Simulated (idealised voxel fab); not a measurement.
process module | voxel gate over fins
cross-section cut | 225 nm wide | cells 5 nm
A cross-section is a grid of square cells, given in bands from the top down. A band is one or more rows of cells.
Each band's line starts with the height of the band's top and of its bottom, in nm. Then come its materials from left to right, each with its width in nm. One material with "throughout" fills the band from edge to edge. "air" is empty space.
Height 0 is the level under which the wafer as received is all one material. The lowest band goes on downwards, as in "0 down".
A width such as "30 to 40" changes by the same amount from each row of cells to the next, from the band's top row to its bottom row.
"no change" after a step means that no cell of the cross-section changed.
closed voids: empty space of 8 cells or more with no open way to the top, each as width x height at its distance from the left edge, in nm
after a step's settings: what the simulator itself notes on the step
overlay nm, on a step with a mask: how far to the right of its planned place the mask lay; to the left if negative
plan
1 op RECEIVE | material Si
2 op CONFORMAL_DEP | material SiN | thk nm 10
3 op DIRECTIONAL_DEP | material aC | thk nm 15
4 op PATTERN | tone cover | mask id FINS | material resist | width nm 15 | pitch nm 55 | thk nm 35 | overlay nm 0
5 op DIRECTIONAL_ETCH | etch materials aC | depth nm 15
6 op STRIP | etch materials resist
7 op DIRECTIONAL_ETCH | etch materials SiN | depth nm 10
8 op DIRECTIONAL_ETCH | etch materials Si | depth nm 40
9 op STRIP | etch materials aC
10 op OXIDIZE | depth nm 5
11 op FILL_DEP | material SiO2 | thk nm 5
12 op CMP | height nm 10
13 op DIRECTIONAL_DEP | material aC | thk nm 10
14 op PATTERN | tone open | mask id RAIL | material resist | width nm 15 | thk nm 30 | overlay nm 0
15 op DIRECTIONAL_ETCH | etch materials aC | depth nm 10
16 op STRIP | etch materials resist
17 op DIRECTIONAL_ETCH | etch materials SiO2 | depth nm 45
18 op STRIP | etch materials aC
19 op CONFORMAL_DEP | material TiN | thk nm 5
20 op FILL_DEP | material Ru | thk nm 10
21 op CMP | height nm 10
22 op SELECTIVE_ETCH | etch materials W Ru TiN | depth nm 30
23 op FILL_DEP | material SiO2 | thk nm 5
24 op CMP | height nm 10
25 op SELECTIVE_ETCH | etch materials SiO2 | depth nm 25
26 op STRIP | etch materials SiN
27 op CONFORMAL_DEP | material HfO2 | thk nm 5
28 op CONFORMAL_DEP | material TiN | thk nm 5
29 op CONFORMAL_DEP | material TiAl | thk nm 5
30 op CONFORMAL_DEP | material TiN | thk nm 5
31 op FILL_DEP | material W | thk nm 10
32 op CMP | height nm 25
33 op CONFORMAL_DEP | material SiCN | thk nm 10
as received, after step 1
  0 down: Si throughout
  closed voids: none
first wafer at the end, as planned
  35 to 25: SiCN throughout
  25 to 20: W throughout
  20 to 15: W 60 | TiN 45 | W 10 | TiN 45 | W 65
  15 to 10: W 60 | TiN 5 | TiAl 35 | TiN 5 | W 10 | TiN 5 | TiAl 35 | TiN 5 | W 65
  10 to 5: W 60 | TiN 5 | TiAl 5 | TiN 25 | TiAl 5 | TiN 5 | W 10 | TiN 5 | TiAl 5 | TiN 25 | TiAl 5 | TiN 5 | W 65
  5 to 0: TiN 65 | TiAl 5 | TiN 5 | HfO2 15 | TiN 5 | TiAl 5 | TiN 20 | TiAl 5 | TiN 5 | HfO2 15 | TiN 5 | TiAl 5 | TiN 70
  0 to -5: TiAl 70 | TiN 5 | HfO2 5 | Si 5 | HfO2 5 | TiN 5 | TiAl 30 | TiN 5 | HfO2 5 | Si 5 | HfO2 5 | TiN 5 | TiAl 75
  -5 to -10: TiN 75 | HfO2 5 | Si 5 | HfO2 5 | TiN 40 | HfO2 5 | Si 5 | HfO2 5 | TiN 80
  -10 to -15: HfO2 80 | Si 5 | HfO2 50 | Si 5 | HfO2 85
  -15 to -20: SiO2 80 | Si 5 | SiO2 50 | Si 5 | SiO2 85
  -20 to -30: SiO2 80 | Si 5 | SiO2 15 | TiN 5 | Ru 5 | TiN 5 | SiO2 20 | Si 5 | SiO2 85
  -30 to -35: SiO2 80 | Si 5 | SiO2 15 | TiN 15 | SiO2 20 | Si 5 | SiO2 85
  -35 to -45: SiO2 80 | Si 5 | SiO2 50 | Si 5 | SiO2 85
  -45 down: Si throughout
  closed voids: none
second wafer at the end: like start, like plan, one mistake
  35 to 25: SiCN throughout
  25 to 20: W throughout
  20 to 10: W 60 | TiN 45 | W 10 | TiN 45 | W 65
  10 to 5: W 60 | TiN 10 | TiAl 25 | TiN 10 | W 10 | TiN 10 | TiAl 25 | TiN 10 | W 65
  5 to 0: TiN 70 | TiAl 5 | HfO2 15 | TiAl 5 | TiN 30 | TiAl 5 | HfO2 15 | TiAl 5 | TiN 75
  0 to -5: TiN 70 | TiAl 5 | HfO2 5 | Si 5 | HfO2 5 | TiAl 5 | TiN 30 | TiAl 5 | HfO2 5 | Si 5 | HfO2 5 | TiAl 5 | TiN 75
  -5 to -10: TiAl 75 | HfO2 5 | Si 5 | HfO2 5 | TiAl 40 | HfO2 5 | Si 5 | HfO2 5 | TiAl 80
  -10 to -15: HfO2 80 | Si 5 | HfO2 50 | Si 5 | HfO2 85
  -15 to -20: SiO2 80 | Si 5 | SiO2 50 | Si 5 | SiO2 85
  -20 to -30: SiO2 80 | Si 5 | SiO2 15 | TiN 5 | Ru 5 | TiN 5 | SiO2 20 | Si 5 | SiO2 85
  -30 to -35: SiO2 80 | Si 5 | SiO2 15 | TiN 15 | SiO2 20 | Si 5 | SiO2 85
  -35 to -45: SiO2 80 | Si 5 | SiO2 50 | Si 5 | SiO2 85
  -45 down: Si throughout
  closed voids: none
what went wrong: steps 28 and 29 were swapped
at the end the second wafer has, in cells: as many of each material as the first, in other places
